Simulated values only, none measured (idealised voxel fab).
Process module heading - voxel capacitor over wiring
Cross-section cut: width 170 nm, square cells of 5 nm.
If you're reading a cross-section in this doc, picture square cells in a grid; it comes to you as bands, top ones listed first down to the bottom, and a band can be one or more rows of cells.
A band entry consists of two parts. The first gives the height of the band's top and the height of its bottom, in nm. The rest lists the band's materials from left to right, each with its width in nm. A single material labelled with the word "edge to edge" fills the band from edge to edge, and the word "air" marks empty space.
Height datum 0, below which the as-received substrate wafer is one material. Lowest band open at the bottom, running downward: "0 and below".
Width "30..40": first value at the band's top row of cells, second value at its bottom row, equal change from row to row.
For the purposes of this document, the phrase "nothing got changed" attached to a step denotes that no cell within the cross-section was modified by that step.
Closed empty spaces (no open way to the top) of 8 cells or more are what "Fully closed voids" lists, each as width x height at distance from the left edge, nm for all three.
Formally, on a step line, whatever follows the settings is a remark that the simulator itself makes on the step.
The line of a step may include "overlay nm". On a step with a mask, this value is how far to the right of its planned place the mask lay. A negative value means the mask lay to the left.
PLANNED PROCESS STEPS
1,RECEIVE [material Si]
2,CONFORMAL_DEP [material SiO2] [thk nm 10]
3,CONFORMAL_DEP [material SiCN] [thk nm 5]
4,DIRECTIONAL_DEP [material lowk] [thk nm 25]
5,MASKED_ETCH [tone open] [mask id METAL_1] [width nm 30] [pitch nm 100] [etch materials lowk] [depth nm 25] [overlay nm 0]
6,MASKED_ETCH [tone open] [mask id METAL_1] [width nm 30] [pitch nm 100] [etch materials SiCN] [depth nm 5] [overlay nm 0]
7,CONFORMAL_DEP [material TiN] [thk nm 5]
8,FILL_DEP [material Ru] [thk nm 5]
9,CMP [height nm 40]
10,CONFORMAL_DEP [material SiCN] [thk nm 5]
11,DIRECTIONAL_DEP [material SiO2] [thk nm 10]
12,DIRECTIONAL_DEP [material aC] [thk nm 10]
13,PATTERN [tone open] [mask id PLUG_1] [material resist] [width nm 15] [thk nm 30] [overlay nm 0]
14,DIRECTIONAL_ETCH [etch materials aC] [depth nm 10]
15,STRIP [etch materials resist]
16,DIRECTIONAL_ETCH [etch materials SiO2] [depth nm 10]
17,DIRECTIONAL_ETCH [etch materials SiCN] [depth nm 5]
18,STRIP [etch materials aC]
19,EPI [material Ru] [thk nm 10]
20,EPI [material Ru] [thk nm 5]
21,DIRECTIONAL_DEP [material TiN] [thk nm 5]
22,DIRECTIONAL_DEP [material SiN] [thk nm 5]
23,DIRECTIONAL_DEP [material TiN] [thk nm 5]
24,DIRECTIONAL_DEP [material aC] [thk nm 10]
25,PATTERN [tone cover] [mask id UPPER_PLATE] [material resist] [width nm 75] [thk nm 30] [overlay nm 0]
26,DIRECTIONAL_ETCH [etch materials aC] [depth nm 10]
27,STRIP [etch materials resist]
28,DIRECTIONAL_ETCH [etch materials TiN] [depth nm 5]
29,DIRECTIONAL_ETCH [etch materials SiN] [depth nm 5]
30,STRIP [etch materials aC]
31,PATTERN [tone cover] [mask id LOWER_PLATE] [material resist] [width nm 85] [thk nm 20] [overlay nm 0]
32,DIRECTIONAL_ETCH [etch materials TiN] [depth nm 5]
33,STRIP [etch materials resist]
34,FILL_DEP [material SiO2] [thk nm 20]
35,CMP [height nm 85]
36,PATTERN [tone open] [mask id PLUG_2] [material resist] [width nm 15] [thk nm 15] [overlay nm 0]
37,DIRECTIONAL_ETCH [etch materials SiO2] [depth nm 15]
38,STRIP [etch materials resist]
39,CONFORMAL_DEP [material TiN] [thk nm 5]
40,FILL_DEP [material W] [thk nm 10]
41,CMP [height nm 85]
42,CONFORMAL_DEP [material SiN] [thk nm 5]
THIS IS THE CROSS-SECTION OF THE WAFER AS WE RECEIVED IT, I.E. AFTER STEP 1
    0 and below = Si edge to edge
    Fully closed voids: none
SECTIONED VIEW, FIRST OF TWO WAFERS, AT THE CLOSE OF THE MODULE, PROCESSED AS INTENDED IN THE PLAN
    90 down to 85 = SiN edge to edge
    85 down to 75 = SiO2 45  TiN 5  W 5  TiN 5  SiO2 110
    75 down to 65 = SiO2 45..35  TiN 15..75  SiO2 110..60
    65 down to 60 = SiO2 35  SiN 75  SiO2 60
    60 down to 55 = SiO2 30  TiN 85  SiO2 55
    55 down to 45 = SiO2 35  Ru 15  SiO2 120
    45 down to 40 = SiCN 35  Ru 15  SiCN 120
    40 down to 15 = lowk 20  TiN 5  Ru 20  TiN 5  lowk 70  TiN 5  Ru 20  TiN 5  lowk 20
    15 down to 10 = SiCN 20  TiN 30  SiCN 70  TiN 30  SiCN 20
    10 down to 0 = SiO2 edge to edge
    0 and below = Si edge to edge
    Fully closed voids: none
CROSS-SECTION AT END OF MODULE FOR THE SECOND WAFER OF TWO, WHICH MATCHED THE FIRST IN STARTING POINT AND PLAN AND DIFFERED BY ONE MISTAKE IN ITS PROCESSING
    90 down to 85 = SiN edge to edge
    85 down to 75 = SiO2 45  TiN 5  W 5  TiN 5  SiO2 110
    75 down to 70 = SiO2 45  TiN 15  SiO2 110
    70 down to 65 = SiO2 edge to edge
    65 down to 60 = SiO2 35  TiN 75  SiO2 60
    60 down to 55 = SiO2 35  SiN 75  SiO2 60
    55 down to 45 = SiO2 35  Ru 15  SiO2 120
    45 down to 40 = SiCN 35  Ru 15  SiCN 120
    40 down to 15 = lowk 20  TiN 5  Ru 20  TiN 5  lowk 70  TiN 5  Ru 20  TiN 5  lowk 20
    15 down to 10 = SiCN 20  TiN 30  SiCN 70  TiN 30  SiCN 20
    10 down to 0 = SiO2 edge to edge
    0 and below = Si edge to edge
    Fully closed voids: none
Want to know what went wrong? step 21 of the plan was omitted and not executed
The closing comparison, in cells, has the second wafer with more or fewer of some materials than the first: SiO2: 17 more | TiN: 17 fewer
